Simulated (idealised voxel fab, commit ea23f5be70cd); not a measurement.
process module | voxel local oxidation
cross-section cut | 255 nm wide | cells 5 nm
A cross-section is a grid of square cells, given in bands from the top down. A band is one or more rows of cells.
Each band's line starts with the height of the band's top and of its bottom, in nm. Then come its materials from left to right, each with its width in nm. One material with "throughout" fills the band from edge to edge. "air" is empty space.
Height 0 is the level under which the wafer as received is all one material. The lowest band goes on downwards, as in "0 down".
A width such as "30 to 40" changes by the same amount from each row of cells to the next, from the band's top row to its bottom row.
"no change" after a step means that no cell of the cross-section changed.
closed voids: empty space of 8 cells or more with no open way to the top, each as width x height at its distance from the left edge, in nm
after a step's settings: what the simulator itself notes on the step
overlay nm, on a step with a mask: how far to the right of its planned place the mask lay; to the left if negative
plan
1 op RECEIVE | material Si
2 op CONFORMAL_DEP | material SiO2 | thk nm 5
3 op CONFORMAL_DEP | material SiN | thk nm 10
4 op PATTERN | tone cover | mask id ACTIVE | material resist | width nm 95 | pitch nm 120 | thk nm 20 | overlay nm 0
5 op DIRECTIONAL_ETCH | etch materials SiN | depth nm 10
6 op STRIP | etch materials resist
7 op SELECTIVE_ETCH | etch materials SiO2 | depth nm 5
8 op OXIDIZE | depth nm 10
9 op STRIP | etch materials SiN
first wafer, as planned
as received, after step 1
  0 down: Si throughout
  closed voids: none
after step 2
  5 to 0: SiO2 throughout
  below 0: unchanged
after step 3
  15 to 5: SiN throughout
  below 5: unchanged
after step 4
  35 to 15: air 20 | resist 95 | air 25 | resist 95 | air 20
  below 15: unchanged
after step 5
  35 to 15: air 20 | resist 95 | air 25 | resist 95 | air 20
  15 to 5: air 20 | SiN 95 | air 25 | SiN 95 | air 20
  below 5: unchanged
after step 6
  15 to 5: air 20 | SiN 95 | air 25 | SiN 95 | air 20
  below 5: unchanged
after step 7
  15 to 5: air 20 | SiN 95 | air 25 | SiN 95 | air 20
  5 to 0: air 25 | SiO2 85 | air 35 | SiO2 85 | air 25
  below 0: unchanged
after step 8
  15 to 5: air 20 | SiN 95 | air 25 | SiN 95 | air 20
  5 to 0: air 25 | SiO2 85 | air 35 | SiO2 85 | air 25
  0 to -10: SiO2 35 | Si 65 | SiO2 55 | Si 65 | SiO2 35
  below -10: unchanged
after step 9
  5 to 0: air 25 | SiO2 85 | air 35 | SiO2 85 | air 25
  below 0: unchanged
second wafer: like start, like plan, one mistake. Through step 5 it matches the first wafer
when step 6 should have ended
  15 to 5: air 20 | SiN 95 | air 25 | SiN 95 | air 20
  below 5: unchanged
when step 7 should have ended
  15 to 5: air 20 | SiN 95 | air 25 | SiN 95 | air 20
  5 to 0: air 25 | SiO2 85 | air 35 | SiO2 85 | air 25
  below 0: unchanged
when step 8 should have ended
  15 to 5: air 20 | SiN 95 | air 25 | SiN 95 | air 20
  5 to 0: air 25 | SiO2 85 | air 35 | SiO2 85 | air 25
  0 to -10: SiO2 35 | Si 65 | SiO2 55 | Si 65 | SiO2 35
  below -10: unchanged
when step 9 should have ended
  5 to 0: air 25 | SiO2 85 | air 35 | SiO2 85 | air 25
  below 0: unchanged
what went wrong: step 6 was run twice
at the end the two cross-sections are the same: no effect in what this model computes
